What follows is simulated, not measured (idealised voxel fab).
This section sets out a process module, namely voxel self aligned contacts.
In the cross-section labelled cut, the width is 225 nm and each square cell is 5 nm.
Cross-section spec: square-cell grid; bands listed top down; each band is one or more rows.
It is stipulated that each band's entry specify, in nanometres, the height of the top of the band and then that of its bottom, followed by the materials of the band in left-to-right sequence, each together with its width in nanometres. A single material marked by the word "edge to edge" is understood to fill the band from edge to edge; the word "air" is understood to denote empty space.
Heights are expressed relative to 0, this being the level below which the as-received wafer comprises one material exclusively. The lowest band is unbounded in the downward direction and is denoted as in "0 nm and below".
Top row gets the first number, bottom row gets the second, and each row in between changes by the same step: that is how a band width like "30 to 40" works.
"nothing was modified" for a step: no cell of the cross-section changed in that step.
"Voids lacking openings" contains a list of empty spaces, each no smaller than 8 cells and without an open way to the top, written in the form width x height at distance with the distance from the left edge and all three in nm.
Anything after a step's settings on that line? It's the simulator's own note about the step.
The optional step-line setting "overlay nm" applies to steps with a mask and quantifies how far to the right of its planned location the mask lay, a negative value indicating leftward placement.
Each pair of cross-sections that follows straddles one process step: the one shows the state before the step, the other the state after it, down to the lowest band that changed and no further. The step in question, and its settings, are given under the pair. Note that a pair is not necessarily a continuation of the pair above it, since pairs can come from different runs of this module on the same starting wafer; it is a continuation only where its entry headed "Before processing step" says so.

### Before processing step
60 nm to 50 nm | SiO2 edge to edge
50 nm to 25 nm | SiN 25 nm / SiO2 15 nm / SiN 65 nm / SiO2 15 nm / SiN 65 nm / SiO2 15 nm / SiN 25 nm
25 nm to 0 nm | polySi 15 nm / SiN 10 nm / SiO2 15 nm / SiN 10 nm / polySi 45 nm / SiN 10 nm / SiO2 15 nm / SiN 10 nm / polySi 45 nm / SiN 10 nm / SiO2 15 nm / SiN 10 nm / polySi 15 nm
0 nm to -5 nm | SiO2 edge to edge
-5 nm and below | Si edge to edge
Voids lacking openings: none

### Section, Post-Step
60 nm to 50 nm | SiO2 40 nm / air 65 nm / SiO2 15 nm / air 65 nm / SiO2 40 nm
Below 50, the layers are the same as they were.
Voids lacking openings: none
Relating the two cross-sections above, the step in between is MASKED_ETCH (tone open; mask id CONTACT; width nm 65; pitch nm 80; etch materials SiO2; depth nm 65; overlay nm 0)

Before processing step: nothing new to draw here, it's the after view of the pair just above.

### Section, Post-Step
65 nm to 60 nm | TiN 45 nm / air 55 nm / TiN 25 nm / air 55 nm / TiN 45 nm
60 nm to 55 nm | SiO2 40 nm / TiN 5 nm / air 55 nm / TiN 5 nm / SiO2 15 nm / TiN 5 nm / air 55 nm / TiN 5 nm / SiO2 40 nm
55 nm to 50 nm | SiO2 40 nm / TiN 65 nm / SiO2 15 nm / TiN 65 nm / SiO2 40 nm
Below 50, the layers are the same as they were.
Voids lacking openings: none
Relating the two cross-sections above, the step in between is CONFORMAL_DEP (material TiN; thk nm 5)

Before processing step: nothing new to draw here, it's the after view of the pair just above.

### Section, Post-Step
75 nm to 65 nm | W edge to edge
65 nm to 60 nm | TiN 45 nm / W 55 nm / TiN 25 nm / W 55 nm / TiN 45 nm
60 nm to 55 nm | SiO2 40 nm / TiN 5 nm / W 55 nm / TiN 5 nm / SiO2 15 nm / TiN 5 nm / W 55 nm / TiN 5 nm / SiO2 40 nm
Below 55, the layers are the same as they were.
Voids lacking openings: none
Relating the two cross-sections above, the step in between is FILL_DEP (material W; thk nm 10)

Before processing step: nothing new to draw here, it's the after view of the pair just above.

### Section, Post-Step
60 nm to 55 nm | SiO2 40 nm / TiN 5 nm / W 55 nm / TiN 5 nm / SiO2 15 nm / TiN 5 nm / W 55 nm / TiN 5 nm / SiO2 40 nm
Below 55, the layers are the same as they were.
Voids lacking openings: none
Relating the two cross-sections above, the step in between is CMP (height nm 60)

Before processing step: nothing new to draw here, it's the after view of the pair just above.

### Section, Post-Step
65 nm to 60 nm | SiCN edge to edge
Below 60, the layers are the same as they were.
Voids lacking openings: none
Relating the two cross-sections above, the step in between is CONFORMAL_DEP (material SiCN; thk nm 5)
